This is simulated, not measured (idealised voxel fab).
voxel trench capacitor: a process module
Section shown: cut. Width: 300 nm. Cell size: 5 nm, square.
Cross-section = grid of square cells, listed top down in bands; band = one or more rows.
For a band, the entry starts with two heights in nm, that of the top and then that of the bottom, and carries on with the band's materials in order from left to right, each alongside its width in nm; the word "full width" beside a single material means it fills the band edge to edge, and "blank" means empty space.
A quick word on heights: they are counted from 0, and under that level the wafer as it came to us is one material throughout. The lowest band is different from the rest in having no bottom; it simply continues downward, written as in "0 and below".
It should be noted that a width expressed as "30 to 40" varies in equal increments from row to row of cells within the band, taking the value of the first number at the top row and that of the second number at the bottom row.
Where the words "everything unchanged" appear for a step, the cross-section shows no cell changed by that step; every cell remained as before.
This entry, "Closed void roster", enumerates those empty regions of no fewer than 8 cells that possess no open connection to the top. Each region is reported in the form width x height at distance, the distance being taken from the left edge, with all three quantities expressed in nm.
Whatever follows a step's settings on its line is a remark the simulator itself makes about that step.
A step line may carry the setting "overlay nm", which, for steps involving a mask, states the distance by which the mask lay to the right of its intended position; negative values denote displacement to the left.
[This section lists the process steps that were planned]
1: RECEIVE | material Si
2: CONFORMAL_DEP | material SiN | thk nm 10
3: MASKED_ETCH | tone open | mask id TRENCH | width nm 20 | pitch nm 55 | etch materials SiN | depth nm 10 | overlay nm 0
4: MASKED_ETCH | tone open | mask id TRENCH | width nm 30 | pitch nm 55 | etch materials Si | depth nm 30 | overlay nm 0
5: CONFORMAL_DEP | material HfO2 | thk nm 5
6: CONFORMAL_DEP | material TiN | thk nm 5
7: FILL_DEP | material W | thk nm 10
8: CMP | height nm 10
Wafers differ in width nm at step 3; plan lists the first wafer's value; identical starting state.
[As received, i.e. after step 1: cross-section through the first of several wafers]
0 and below = Si full width
Closed void roster: none
[Basically each wafer gets a line in the table, showing it at the end of the module: material by material, the cells it gained (+) or lost (-) since we got it, then its closed voids]
width nm 20; +72 HfO2; -96 Si; +88 SiN; +56 TiN; Closed void roster: none
width nm 25; +76 HfO2; -120 Si; +80 SiN; +60 TiN; +24 W; Closed void roster: none
width nm 30; +80 HfO2; -144 Si; +72 SiN; +64 TiN; +48 W; Closed void roster: none
width nm 35; +84 HfO2; -144 Si; +64 SiN; +68 TiN; +48 W; Closed void roster: none
width nm 40; +88 HfO2; -144 Si; +56 SiN; +72 TiN; +48 W; Closed void roster: none
